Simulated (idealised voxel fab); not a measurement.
Proc. module: voxel wiring stack
265 nm wide, 5 nm square cells: that's cross-section cut.
Notation: cross-section as square-cell grid; stated in bands, top first, going down; one or more cell rows per band. Within each band entry, the heights of the top and of the bottom of the band appear first, in that order and in nm; the materials of the band then follow from left to right, each with its corresponding width in nm. The designation "everywhere" on a single material indicates that it fills the band from edge to edge; the designation "empty" indicates empty space. Heights are reckoned from 0. Under this level, the received wafer is all of one material. The bottommost band is open-ended downward, for example "0 nm and below". Note: "30..40" means the width goes from the first number (top row of the band) to the second number (bottom row) in equal steps per row of cells. It should be understood that the words "no change occurred", when stated for a given step, signify that the cross-section underwent no change in any of its cells during that step. The label "Enclosed internal cavities" introduces a list of the empty spaces, 8 cells or larger, that have no open way up to the top; each entry in it reads width x height at distance, where the distance is taken from the left edge and all three are stated in nm. The remark found on a step's line after its settings is issued by the simulator itself and pertains to that step. A step line may carry the setting "overlay nm", which, for steps involving a mask, states the distance by which the mask lay to the right of its intended position; negative values denote displacement to the left.
**Here's what the planned process steps look like**
1) RECEIVE [material Si]
2) CONFORMAL_DEP [material SiO2] [thk nm 15]
3) DIRECTIONAL_DEP [material TiN] [thk nm 5]
4) DIRECTIONAL_DEP [material Ru] [thk nm 20]
5) MASKED_ETCH [tone cover] [mask id METAL_1] [width nm 30] [pitch nm 50] [etch materials Ru] [depth nm 20] [overlay nm 0]
6) MASKED_ETCH [tone cover] [mask id METAL_1] [width nm 30] [pitch nm 50] [etch materials TiN] [depth nm 5] [overlay nm 0]
7) FILL_DEP [material SiO2] [thk nm 5]
8) CMP [height nm 40]
9) CONFORMAL_DEP [material SiCN] [thk nm 5]
10) DIRECTIONAL_DEP [material lowk] [thk nm 15]
11) MASKED_ETCH [tone open] [mask id PLUG_1] [width nm 15] [pitch nm 100] [etch materials lowk] [depth nm 15] [overlay nm 0]
12) MASKED_ETCH [tone open] [mask id PLUG_1] [width nm 15] [pitch nm 100] [etch materials SiCN] [depth nm 5] [overlay nm 0]
13) CONFORMAL_DEP [material TiN] [thk nm 5]
14) FILL_DEP [material Cu] [thk nm 10]
15) CMP [height nm 60]
16) DIRECTIONAL_DEP [material TiN] [thk nm 5]
17) DIRECTIONAL_DEP [material Ru] [thk nm 15]
18) DIRECTIONAL_DEP [material aC] [thk nm 15]
19) PATTERN [tone cover] [mask id METAL_2] [material resist] [width nm 30] [pitch nm 50] [thk nm 30] [overlay nm 0]
20) DIRECTIONAL_ETCH [etch materials aC] [depth nm 15]
21) STRIP [etch materials resist]
22) DIRECTIONAL_ETCH [etch materials Ru] [depth nm 15]
23) DIRECTIONAL_ETCH [etch materials TiN] [depth nm 5]
24) STRIP [etch materials aC]
25) CONFORMAL_DEP [material SiCN] [thk nm 5]
26) FILL_DEP [material lowk] [thk nm 5]
27) CMP [height nm 80]
28) CONFORMAL_DEP [material SiCN] [thk nm 5]
29) DIRECTIONAL_DEP [material SiO2] [thk nm 15]
30) MASKED_ETCH [tone open] [mask id PLUG_2] [width nm 15] [pitch nm 100] [etch materials SiO2] [depth nm 15] [overlay nm 0]
31) MASKED_ETCH [tone open] [mask id PLUG_2] [width nm 15] [pitch nm 100] [etch materials SiCN] [depth nm 5] [overlay nm 0]
32) EPI [material Ru] [thk nm 10]
33) EPI [material Ru] [thk nm 10]
34) DIRECTIONAL_DEP [material TiN] [thk nm 5]
35) DIRECTIONAL_DEP [material Ru] [thk nm 20]
36) MASKED_ETCH [tone cover] [mask id METAL_3] [width nm 30] [pitch nm 50] [etch materials Ru] [depth nm 20] [overlay nm 0]
37) MASKED_ETCH [tone cover] [mask id METAL_3] [width nm 30] [pitch nm 50] [etch materials TiN] [depth nm 5] [overlay nm 0]
38) FILL_DEP [material SiO2] [thk nm 5]
39) CMP [height nm 125]
40) CONFORMAL_DEP [material SiCN] [thk nm 5]
41) DIRECTIONAL_DEP [material lowk] [thk nm 15]
42) MASKED_ETCH [tone open] [mask id PLUG_3] [width nm 15] [pitch nm 50] [etch materials lowk] [depth nm 15] [overlay nm 0]
43) MASKED_ETCH [tone open] [mask id PLUG_3] [width nm 15] [pitch nm 50] [etch materials SiCN] [depth nm 5] [overlay nm 0]
44) EPI [material Ru] [thk nm 10]
45) EPI [material Ru] [thk nm 10]
46) CONFORMAL_DEP [material SiN] [thk nm 5]
47) DIRECTIONAL_DEP [material lowk] [thk nm 15]
48) MASKED_ETCH [tone open] [mask id METAL_4] [width nm 30] [pitch nm 50] [etch materials lowk] [depth nm 15] [overlay nm 0]
49) MASKED_ETCH [tone open] [mask id METAL_4] [width nm 30] [pitch nm 50] [etch materials SiN] [depth nm 5] [overlay nm 0]
50) CONFORMAL_DEP [material TiN] [thk nm 5]
51) FILL_DEP [material Ru] [thk nm 10]
52) CMP [height nm 165]
53) CONFORMAL_DEP [material SiCN] [thk nm 5]
**Cross-section of the incoming wafer, state after step 1**
* 0 nm and below = Si everywhere
* Enclosed internal cavities: none
**First of two wafers, end-of-module section, run followed plan**
* 170 nm to 165 nm = SiCN everywhere
* 165 nm to 150 nm = lowk 40 nm; TiN 5 nm; Ru 20 nm; TiN 5 nm; lowk 20 nm; TiN 5 nm; Ru 20 nm; TiN 5 nm; lowk 20 nm; TiN 5 nm; Ru 20 nm; TiN 5 nm; lowk 20 nm; TiN 5 nm; Ru 20 nm; TiN 5 nm; lowk 45 nm
* 150 nm to 145 nm = SiN 40 nm; TiN 30 nm; SiN 20 nm; TiN 30 nm; SiN 20 nm; TiN 30 nm; SiN 20 nm; TiN 30 nm; SiN 45 nm
* 145 nm to 130 nm = lowk 40 nm; Ru 15 nm; lowk 35 nm; Ru 15 nm; lowk 35 nm; Ru 15 nm; lowk 35 nm; Ru 15 nm; lowk 60 nm
* 130 nm to 125 nm = SiCN 40 nm; Ru 15 nm; SiCN 35 nm; Ru 15 nm; SiCN 35 nm; Ru 15 nm; SiCN 35 nm; Ru 15 nm; SiCN 60 nm
* 125 nm to 105 nm = SiO2 40 nm; Ru 30 nm; SiO2 20 nm; Ru 30 nm; SiO2 20 nm; Ru 30 nm; SiO2 20 nm; Ru 30 nm; SiO2 45 nm
* 105 nm to 100 nm = SiO2 40 nm; TiN 30 nm; SiO2 20 nm; TiN 30 nm; SiO2 20 nm; TiN 30 nm; SiO2 20 nm; TiN 30 nm; SiO2 45 nm
* 100 nm to 85 nm = SiO2 40 nm; Ru 15 nm; SiO2 85 nm; Ru 15 nm; SiO2 110 nm
* 85 nm to 80 nm = SiCN 40 nm; Ru 15 nm; SiCN 85 nm; Ru 15 nm; SiCN 110 nm
* 80 nm to 65 nm = lowk 35 nm; SiCN 5 nm; Ru 30 nm; SiCN 5 nm; lowk 10 nm; SiCN 5 nm; Ru 30 nm; SiCN 5 nm; lowk 10 nm; SiCN 5 nm; Ru 30 nm; SiCN 5 nm; lowk 10 nm; SiCN 5 nm; Ru 30 nm; SiCN 5 nm; lowk 40 nm
* 65 nm to 60 nm = SiCN 40 nm; TiN 30 nm; SiCN 20 nm; TiN 30 nm; SiCN 20 nm; TiN 30 nm; SiCN 20 nm; TiN 30 nm; SiCN 45 nm
* 60 nm to 45 nm = lowk 40 nm; TiN 5 nm; Cu 5 nm; TiN 5 nm; lowk 85 nm; TiN 5 nm; Cu 5 nm; TiN 5 nm; lowk 110 nm
* 45 nm to 40 nm = SiCN 40 nm; TiN 15 nm; SiCN 85 nm; TiN 15 nm; SiCN 110 nm
* 40 nm to 20 nm = SiO2 40 nm; Ru 30 nm; SiO2 20 nm; Ru 30 nm; SiO2 20 nm; Ru 30 nm; SiO2 20 nm; Ru 30 nm; SiO2 45 nm
* 20 nm to 15 nm = SiO2 40 nm; TiN 30 nm; SiO2 20 nm; TiN 30 nm; SiO2 20 nm; TiN 30 nm; SiO2 20 nm; TiN 30 nm; SiO2 45 nm
* 15 nm to 0 nm = SiO2 everywhere
* 0 nm and below = Si everywhere
* Enclosed internal cavities: none
**Second wafer of the two, sectioned at the end of the module. It began like the first and followed the same plan, but one mistake was made while running it**
* 170 nm to 165 nm = SiCN everywhere
* 165 nm to 160 nm = SiN 40 nm; TiN 30 nm; SiN 20 nm; TiN 30 nm; SiN 20 nm; TiN 30 nm; SiN 20 nm; TiN 30 nm; SiN 45 nm
* 160 nm to 145 nm = lowk everywhere
* 145 nm to 130 nm = lowk 40 nm; Ru 15 nm; lowk 35 nm; Ru 15 nm; lowk 35 nm; Ru 15 nm; lowk 35 nm; Ru 15 nm; lowk 60 nm
* 130 nm to 125 nm = SiCN 40 nm; Ru 15 nm; SiCN 35 nm; Ru 15 nm; SiCN 35 nm; Ru 15 nm; SiCN 35 nm; Ru 15 nm; SiCN 60 nm
* 125 nm to 105 nm = SiO2 40 nm; Ru 30 nm; SiO2 20 nm; Ru 30 nm; SiO2 20 nm; Ru 30 nm; SiO2 20 nm; Ru 30 nm; SiO2 45 nm
* 105 nm to 100 nm = SiO2 40 nm; TiN 30 nm; SiO2 20 nm; TiN 30 nm; SiO2 20 nm; TiN 30 nm; SiO2 20 nm; TiN 30 nm; SiO2 45 nm
* 100 nm to 85 nm = SiO2 40 nm; Ru 15 nm; SiO2 85 nm; Ru 15 nm; SiO2 110 nm
* 85 nm to 80 nm = SiCN 40 nm; Ru 15 nm; SiCN 85 nm; Ru 15 nm; SiCN 110 nm
* 80 nm to 65 nm = lowk 35 nm; SiCN 5 nm; Ru 30 nm; SiCN 5 nm; lowk 10 nm; SiCN 5 nm; Ru 30 nm; SiCN 5 nm; lowk 10 nm; SiCN 5 nm; Ru 30 nm; SiCN 5 nm; lowk 10 nm; SiCN 5 nm; Ru 30 nm; SiCN 5 nm; lowk 40 nm
* 65 nm to 60 nm = SiCN 40 nm; TiN 30 nm; SiCN 20 nm; TiN 30 nm; SiCN 20 nm; TiN 30 nm; SiCN 20 nm; TiN 30 nm; SiCN 45 nm
* 60 nm to 45 nm = lowk 40 nm; TiN 5 nm; Cu 5 nm; TiN 5 nm; lowk 85 nm; TiN 5 nm; Cu 5 nm; TiN 5 nm; lowk 110 nm
* 45 nm to 40 nm = SiCN 40 nm; TiN 15 nm; SiCN 85 nm; TiN 15 nm; SiCN 110 nm
* 40 nm to 20 nm = SiO2 40 nm; Ru 30 nm; SiO2 20 nm; Ru 30 nm; SiO2 20 nm; Ru 30 nm; SiO2 20 nm; Ru 30 nm; SiO2 45 nm
* 20 nm to 15 nm = SiO2 40 nm; TiN 30 nm; SiO2 20 nm; TiN 30 nm; SiO2 20 nm; TiN 30 nm; SiO2 20 nm; TiN 30 nm; SiO2 45 nm
* 15 nm to 0 nm = SiO2 everywhere
* 0 nm and below = Si everywhere
* Enclosed internal cavities: none
Want to know what went wrong? plan vs actual: 46 and 47 interchanged
At the finish, the second wafer shows more or fewer cells for some materials than the first does: -48 Ru, -24 TiN, +72 lowk
